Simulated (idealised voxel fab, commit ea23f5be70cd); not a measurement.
Proc. module: voxel lift off
Square cells of 5 nm make up the cross-section cut, whose width is 250 nm.
This document writes a cross-section as a grid whose cells are square, and gives it as bands, listed from the top down; one or more rows of cells form a band. The entry gives the band's vertical extent as a top height and a bottom height in nm, then its horizontal make-up as materials from left to right, each with a width in nm. "blank" stands for empty space; a single material marked "full width" fills the band edge to edge. We count height from 0. Below that, the starting wafer is all one material. The lowest band never ends at the bottom but goes on down; see "0 down" for how that is written. Note: "30->40" means the width goes from the first number (top row of the band) to the second number (bottom row) in equal steps per row of cells. Reading "nothing different" for a step: not a cell of the cross-section changed in it. Listed in "Fully closed voids": every empty space of 8 or more cells without an open way to the top. Form: width x height at distance, the distance being from the left edge, all in nm. Where a step's line continues beyond its settings, the continuation is a remark by the simulator itself on that step. A step's line can hold "overlay nm"; with a mask on that step, the setting says how far right of the planned place the mask lay, while a negative setting says it lay to the left.

### Process steps (planned)
- 1: RECEIVE | material Si
- 2: CONFORMAL_DEP | material SiN | thk nm 15
- 3: PATTERN | tone open | mask id LINES | material resist | width nm 20 | pitch nm 50 | thk nm 20 | overlay nm 0
- 4: DIRECTIONAL_DEP | material Ru | thk nm 10
- 5: STRIP | etch materials resist
- 6: CONFORMAL_DEP | material SiCN | thk nm 5

### Cross-section of the incoming wafer, state after step 1
> 0 down  Si full width
> Fully closed voids: none

### End state of the module in cross-section, given the above starting point and plan and one mistake in execution
> 15 to 10  85 blank / 30 SiCN / 20 blank / 30 SiCN / 85 blank
> 10 to 5  85 blank / 5 SiCN / 20 Ru / 5 SiCN / 20 blank / 5 SiCN / 20 Ru / 5 SiCN / 85 blank
> 5 to 0  90 SiCN / 20 Ru / 30 SiCN / 20 Ru / 90 SiCN
> 0 down  Si full width
> Fully closed voids: none
What went wrong in running the wafer? step 2 of the plan never got run, it was skipped over
